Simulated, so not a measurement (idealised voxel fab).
A process module follows: voxel self aligned vias.
FYI the section here is cut, 240 nm wide, cells are 5 nm squares.
The cross-sections in this document take the form of a grid made of square cells. They are written out as bands, in order from top to bottom. Each band consists of one or more rows of cells.
First you get the band's top height and its bottom height, in nm, and then the materials it's made of, left to right, with each width in nm. If you see a single material with "throughout", that one covers the band edge to edge. "air" is empty space.
The level at which height equals 0 is the one under which the wafer, as it arrives, is entirely one material. No lower edge exists for the bottom band, which continues downward and is notated as in "0..down".
So if you see something like "30..40" for the width, read it as the top row of the band sitting at the first number and the bottom row at the second, with every row in between moving by the same amount as the last.
When a step is marked "nothing altered", none of the cells in the cross-section changed during that step.
Heads up: "Closed void list" only lists the empty pockets with no open path to the top that are 8 cells or more, and it writes them as width x height at distance, distance from the left edge, in nm.
It should be noted that, on the line of a given step, the content following the step's settings is a remark produced by the simulator itself with respect to that step.
overlay nm: how far to the right of its planned place the mask lay on this masked step (negative: to the left).
**Planned step list for the process**
- 1: op RECEIVE | material Si
- 2: op CONFORMAL_DEP | material SiO2 | thk nm 15
- 3: op CONFORMAL_DEP | material SiCN | thk nm 5
- 4: op DIRECTIONAL_DEP | material SiO2 | thk nm 30
- 5: op DIRECTIONAL_DEP | material aC | thk nm 10
- 6: op PATTERN | tone open | mask id LINES | material resist | width nm 20 | pitch nm 50 | thk nm 30 | overlay nm 0
- 7: op DIRECTIONAL_ETCH | etch materials aC | depth nm 10
- 8: op STRIP | etch materials resist
- 9: op DIRECTIONAL_ETCH | etch materials SiO2 | depth nm 30
- 10: op STRIP | etch materials aC
- 11: op CONFORMAL_DEP | material TiN | thk nm 5
- 12: op FILL_DEP | material Ru | thk nm 5
- 13: op CMP | height nm 50
- 14: op SELECTIVE_ETCH | etch materials W Ru TiN | depth nm 5
- 15: op FILL_DEP | material SiN | thk nm 5
- 16: op CMP | height nm 50
- 17: op DIRECTIONAL_DEP | material SiO2 | thk nm 20
- 18: op PATTERN | tone open | mask id VIAS | material resist | width nm 30 | pitch nm 100 | thk nm 20 | overlay nm 0
- 19: op DIRECTIONAL_ETCH | etch materials SiO2 | depth nm 20
- 20: op DIRECTIONAL_ETCH | etch materials SiN | depth nm 5
- 21: op STRIP | etch materials resist
- 22: op CONFORMAL_DEP | material TiN | thk nm 5
- 23: op FILL_DEP | material Cu | thk nm 5
- 24: op CMP | height nm 70
- 25: op CONFORMAL_DEP | material SiN | thk nm 5
**First of two wafers, processed according to plan**
**Cross-section of the incoming wafer, state after step 1**
	0..down = Si throughout
	Closed void list: none
**After step 2, in cross-section**
	15..0 = SiO2 throughout
	Whatever lies below 0 is exactly as it was before.
**After step 3, in cross-section**
	20..15 = SiCN throughout
	Whatever lies below 15 is exactly as it was before.
**After step 4, in cross-section**
	50..20 = SiO2 throughout
	Whatever lies below 20 is exactly as it was before.
**After step 5, in cross-section**
	60..50 = aC throughout
	Whatever lies below 50 is exactly as it was before.
**After step 6, in cross-section**
	90..60 = 60 nm resist; 20 nm air; 30 nm resist; 20 nm air; 30 nm resist; 20 nm air; 60 nm resist
	Whatever lies below 60 is exactly as it was before.
**After step 7, in cross-section**
	80..60 = 60 nm resist; 20 nm air; 30 nm resist; 20 nm air; 30 nm resist; 20 nm air; 60 nm resist
	60..50 = 60 nm aC; 20 nm air; 30 nm aC; 20 nm air; 30 nm aC; 20 nm air; 60 nm aC
	Whatever lies below 50 is exactly as it was before.
**After step 8, in cross-section**
	60..50 = 60 nm aC; 20 nm air; 30 nm aC; 20 nm air; 30 nm aC; 20 nm air; 60 nm aC
	Whatever lies below 50 is exactly as it was before.
**After step 9, in cross-section**
	60..50 = 60 nm aC; 20 nm air; 30 nm aC; 20 nm air; 30 nm aC; 20 nm air; 60 nm aC
	50..20 = 60 nm SiO2; 20 nm air; 30 nm SiO2; 20 nm air; 30 nm SiO2; 20 nm air; 60 nm SiO2
	Whatever lies below 20 is exactly as it was before.
**After step 10, in cross-section**
	50..20 = 60 nm SiO2; 20 nm air; 30 nm SiO2; 20 nm air; 30 nm SiO2; 20 nm air; 60 nm SiO2
	Whatever lies below 20 is exactly as it was before.
**After step 11, in cross-section**
	55..50 = 65 nm TiN; 10 nm air; 40 nm TiN; 10 nm air; 40 nm TiN; 10 nm air; 65 nm TiN
	50..25 = 60 nm SiO2; 5 nm TiN; 10 nm air; 5 nm TiN; 30 nm SiO2; 5 nm TiN; 10 nm air; 5 nm TiN; 30 nm SiO2; 5 nm TiN; 10 nm air; 5 nm TiN; 60 nm SiO2
	25..20 = 60 nm SiO2; 20 nm TiN; 30 nm SiO2; 20 nm TiN; 30 nm SiO2; 20 nm TiN; 60 nm SiO2
	Whatever lies below 20 is exactly as it was before.
**After step 12, in cross-section**
	60..55 = Ru throughout
	55..50 = 65 nm TiN; 10 nm Ru; 40 nm TiN; 10 nm Ru; 40 nm TiN; 10 nm Ru; 65 nm TiN
	50..25 = 60 nm SiO2; 5 nm TiN; 10 nm Ru; 5 nm TiN; 30 nm SiO2; 5 nm TiN; 10 nm Ru; 5 nm TiN; 30 nm SiO2; 5 nm TiN; 10 nm Ru; 5 nm TiN; 60 nm SiO2
	Whatever lies below 25 is exactly as it was before.
**After step 13, in cross-section**
	50..25 = 60 nm SiO2; 5 nm TiN; 10 nm Ru; 5 nm TiN; 30 nm SiO2; 5 nm TiN; 10 nm Ru; 5 nm TiN; 30 nm SiO2; 5 nm TiN; 10 nm Ru; 5 nm TiN; 60 nm SiO2
	Whatever lies below 25 is exactly as it was before.
**After step 14, in cross-section**
	50..45 = 60 nm SiO2; 20 nm air; 30 nm SiO2; 20 nm air; 30 nm SiO2; 20 nm air; 60 nm SiO2
	Whatever lies below 45 is exactly as it was before.
**After step 15, in cross-section**
	55..50 = SiN throughout
	50..45 = 60 nm SiO2; 20 nm SiN; 30 nm SiO2; 20 nm SiN; 30 nm SiO2; 20 nm SiN; 60 nm SiO2
	Whatever lies below 45 is exactly as it was before.
**After step 16, in cross-section**
	50..45 = 60 nm SiO2; 20 nm SiN; 30 nm SiO2; 20 nm SiN; 30 nm SiO2; 20 nm SiN; 60 nm SiO2
	Whatever lies below 45 is exactly as it was before.
**After step 17, in cross-section**
	70..50 = SiO2 throughout
	Whatever lies below 50 is exactly as it was before.
**After step 18, in cross-section**
	90..70 = 55 nm resist; 30 nm air; 70 nm resist; 30 nm air; 55 nm resist
	Whatever lies below 70 is exactly as it was before.
**After step 19, in cross-section**
	90..70 = 55 nm resist; 30 nm air; 70 nm resist; 30 nm air; 55 nm resist
	70..50 = 55 nm SiO2; 30 nm air; 70 nm SiO2; 30 nm air; 55 nm SiO2
	Whatever lies below 50 is exactly as it was before.
**After step 20, in cross-section**
	90..70 = 55 nm resist; 30 nm air; 70 nm resist; 30 nm air; 55 nm resist
	70..50 = 55 nm SiO2; 30 nm air; 70 nm SiO2; 30 nm air; 55 nm SiO2
	50..45 = 60 nm SiO2; 20 nm air; 30 nm SiO2; 20 nm SiN; 30 nm SiO2; 20 nm air; 60 nm SiO2
	Whatever lies below 45 is exactly as it was before.
**After step 21, in cross-section**
	70..50 = 55 nm SiO2; 30 nm air; 70 nm SiO2; 30 nm air; 55 nm SiO2
	Whatever lies below 50 is exactly as it was before.
**After step 22, in cross-section**
	75..70 = 60 nm TiN; 20 nm air; 80 nm TiN; 20 nm air; 60 nm TiN
	70..55 = 55 nm SiO2; 5 nm TiN; 20 nm air; 5 nm TiN; 70 nm SiO2; 5 nm TiN; 20 nm air; 5 nm TiN; 55 nm SiO2
	55..50 = 55 nm SiO2; 10 nm TiN; 10 nm air; 10 nm TiN; 70 nm SiO2; 10 nm TiN; 10 nm air; 10 nm TiN; 55 nm SiO2
	50..45 = 60 nm SiO2; 20 nm TiN; 30 nm SiO2; 20 nm SiN; 30 nm SiO2; 20 nm TiN; 60 nm SiO2
	Whatever lies below 45 is exactly as it was before.
**After step 23, in cross-section**
	80..75 = Cu throughout
	75..70 = 60 nm TiN; 20 nm Cu; 80 nm TiN; 20 nm Cu; 60 nm TiN
	70..55 = 55 nm SiO2; 5 nm TiN; 20 nm Cu; 5 nm TiN; 70 nm SiO2; 5 nm TiN; 20 nm Cu; 5 nm TiN; 55 nm SiO2
	55..50 = 55 nm SiO2; 10 nm TiN; 10 nm Cu; 10 nm TiN; 70 nm SiO2; 10 nm TiN; 10 nm Cu; 10 nm TiN; 55 nm SiO2
	Whatever lies below 50 is exactly as it was before.
**After step 24, in cross-section**
	70..55 = 55 nm SiO2; 5 nm TiN; 20 nm Cu; 5 nm TiN; 70 nm SiO2; 5 nm TiN; 20 nm Cu; 5 nm TiN; 55 nm SiO2
	Whatever lies below 55 is exactly as it was before.
**After step 25, in cross-section**
	75..70 = SiN throughout
	Whatever lies below 70 is exactly as it was before.
**The second wafer began exactly as the first did and followed the same plan, but one mistake was made while running it; through step 22 inclusive, the two wafers are identical**
**Second wafer profile in section, at the moment step 23 of the plan was meant to be complete**
	80..75 = Ru throughout
	75..70 = 60 nm TiN; 20 nm Ru; 80 nm TiN; 20 nm Ru; 60 nm TiN
	70..55 = 55 nm SiO2; 5 nm TiN; 20 nm Ru; 5 nm TiN; 70 nm SiO2; 5 nm TiN; 20 nm Ru; 5 nm TiN; 55 nm SiO2
	55..50 = 55 nm SiO2; 10 nm TiN; 10 nm Ru; 10 nm TiN; 70 nm SiO2; 10 nm TiN; 10 nm Ru; 10 nm TiN; 55 nm SiO2
	Whatever lies below 50 is exactly as it was before.
**Second wafer profile in section, at the moment step 24 of the plan was meant to be complete**
	70..55 = 55 nm SiO2; 5 nm TiN; 20 nm Ru; 5 nm TiN; 70 nm SiO2; 5 nm TiN; 20 nm Ru; 5 nm TiN; 55 nm SiO2
	Whatever lies below 55 is exactly as it was before.
**Second wafer profile in section, at the moment step 25 of the plan was meant to be complete**
	75..70 = SiN throughout
	Whatever lies below 70 is exactly as it was before.
It is concluded that the wafer was processed incorrectly with respect to the plan, in that step 23 ran with different settings than intended, the actual operation and settings being op FILL_DEP | material Ru | thk nm 5
Final comparison by cell count, materials where the second wafer has more or fewer than the first: -28 Cu, +28 Ru
